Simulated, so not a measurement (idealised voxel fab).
Herein follows the process module entitled voxel fin reveal.
The figure presents cross-section cut, which has a width of 245 nm and is divided into square cells with an edge length of 5 nm.
We lay out every cross-section as a grid of square cells and spell it out in bands from the top down, where one band means one or more rows of cells.
Within each band entry, the heights of the top and of the bottom of the band appear first, in that order and in nm; the materials of the band then follow from left to right, each with its corresponding width in nm. The designation "edge to edge" on a single material indicates that it fills the band from edge to edge; the designation "empty" indicates empty space.
Below 0: as-received wafer, all one material; heights counted from there. Lowest band: no bottom, goes on down, written "0 nm and below".
Read "30..40" as a graded width: first number on top, second number at the bottom, same change between each pair of neighbouring rows.
"no change", as given for a step, is the statement that not any cell of the cross-section underwent a change during that step.
Basically, "Closed void list" tells you about the enclosed voids: empty spaces with no open way to the top, 8 cells or bigger, each written width x height at distance, where distance is from the left edge, all in nm.
That trailing text on a step's line, after the settings, is the simulator's own remark on the step.
"overlay nm" denotes, for a step that has a mask, the displacement of the mask to the right of its planned place, with negative values corresponding to the left.

So here's the lineup of process steps we planned
1: RECEIVE, material Si
2: CONFORMAL_DEP, material SiN, thk nm 10
3: DIRECTIONAL_DEP, material aC, thk nm 15
4: PATTERN, tone cover, mask id FINS, material resist, width nm 15, pitch nm 45, thk nm 30, overlay nm 0
5: DIRECTIONAL_ETCH, etch materials aC, depth nm 15
6: STRIP, etch materials resist
7: DIRECTIONAL_ETCH, etch materials SiN, depth nm 10
8: DIRECTIONAL_ETCH, etch materials Si, depth nm 30
9: STRIP, etch materials aC
10: FILL_DEP, material SiO2, thk nm 10
11: CMP, height nm 10
12: SELECTIVE_ETCH, etch materials SiO2, depth nm 20
13: STRIP, etch materials SiN
14: CONFORMAL_DEP, material SiO2, thk nm 5

Wafer as received: cross-section following step 1
	0 nm and below: Si edge to edge
	Closed void list: none

End-of-module XS, first of two wafers, run as planned
	5 nm to 0 nm: empty 85 | SiO2 25 | empty 20 | SiO2 25 | empty 90
	0 nm to -5 nm: empty 85 | SiO2 5 | Si 15 | SiO2 5 | empty 20 | SiO2 5 | Si 15 | SiO2 5 | empty 90
	-5 nm to -30 nm: SiO2 90 | Si 15 | SiO2 30 | Si 15 | SiO2 95
	-30 nm and below: Si edge to edge
	Closed void list: none

Wafer two, end of module, cross-section. Same start, same plan as wafer one. One mistake in the run
	5 nm to 0 nm: SiO2 95 | empty 5 | SiO2 40 | empty 5 | SiO2 100
	0 nm to -5 nm: Si 90 | SiO2 5 | empty 5 | SiO2 5 | Si 30 | SiO2 5 | empty 5 | SiO2 5 | Si 95
	-5 nm to -30 nm: Si 90 | SiO2 15 | Si 30 | SiO2 15 | Si 95
	-30 nm and below: Si edge to edge
	Closed void list: none
what went wrong: step 4 ran as: PATTERN, tone open, mask id FINS, material resist, width nm 15, pitch nm 45, thk nm 30, overlay nm 0
Final difference in cells, second wafer against first, listed per material as more or fewer: Si: 222 more, SiO2: 148 fewer
